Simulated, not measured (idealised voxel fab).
process module | voxel released beams
cross-section cut | 230 nm wide | cells 5 nm
A cross-section is a grid of square cells, given in bands from the top down. A band is one or more rows of cells.
Each band's line starts with the height of the band's top and of its bottom, in nm. Then come its materials from left to right, each with its width in nm. One material with "throughout" fills the band from edge to edge. "air" is empty space.
Height 0 is the level under which the wafer as received is all one material. The lowest band goes on downwards, as in "0 down".
A width such as "30 to 40" changes by the same amount from each row of cells to the next, from the band's top row to its bottom row.
"no change" after a step means that no cell of the cross-section changed.
closed voids: empty space of 8 cells or more with no open way to the top, each as width x height at its distance from the left edge, in nm
after a step's settings: what the simulator itself notes on the step
overlay nm, on a step with a mask: how far to the right of its planned place the mask lay; to the left if negative
plan
1 op RECEIVE | material Si
2 op CONFORMAL_DEP | material SiN | thk nm 10
3 op DIRECTIONAL_DEP | material SiO2 | thk nm 10
4 op PATTERN | tone open | mask id ANCHOR | material resist | width nm 40 | thk nm 15 | overlay nm 0
5 op DIRECTIONAL_ETCH | etch materials SiO2 | depth nm 10
6 op STRIP | etch materials resist
7 op CONFORMAL_DEP | material polySi | thk nm 15
8 op MASKED_ETCH | tone cover | mask id BEAM | width nm 100 | etch materials polySi | depth nm 15 | overlay nm 0
9 op STRIP | etch materials SiO2
as received, after step 1
  0 down: Si throughout
  closed voids: none
a wafer at the end: this start, this plan, one mistake
  35 to 25: air 60 | polySi 60 | air 110
  25 to 20: air 60 | polySi 100 | air 70
  20 to 10: air 50 | polySi 15 | SiO2 40 | polySi 55 | air 70
  10 to 0: SiN throughout
  0 down: Si throughout
  closed voids: none
what went wrong: step 4 ran as: op PATTERN | tone cover | mask id ANCHOR | material resist | width nm 40 | thk nm 15 | overlay nm 0
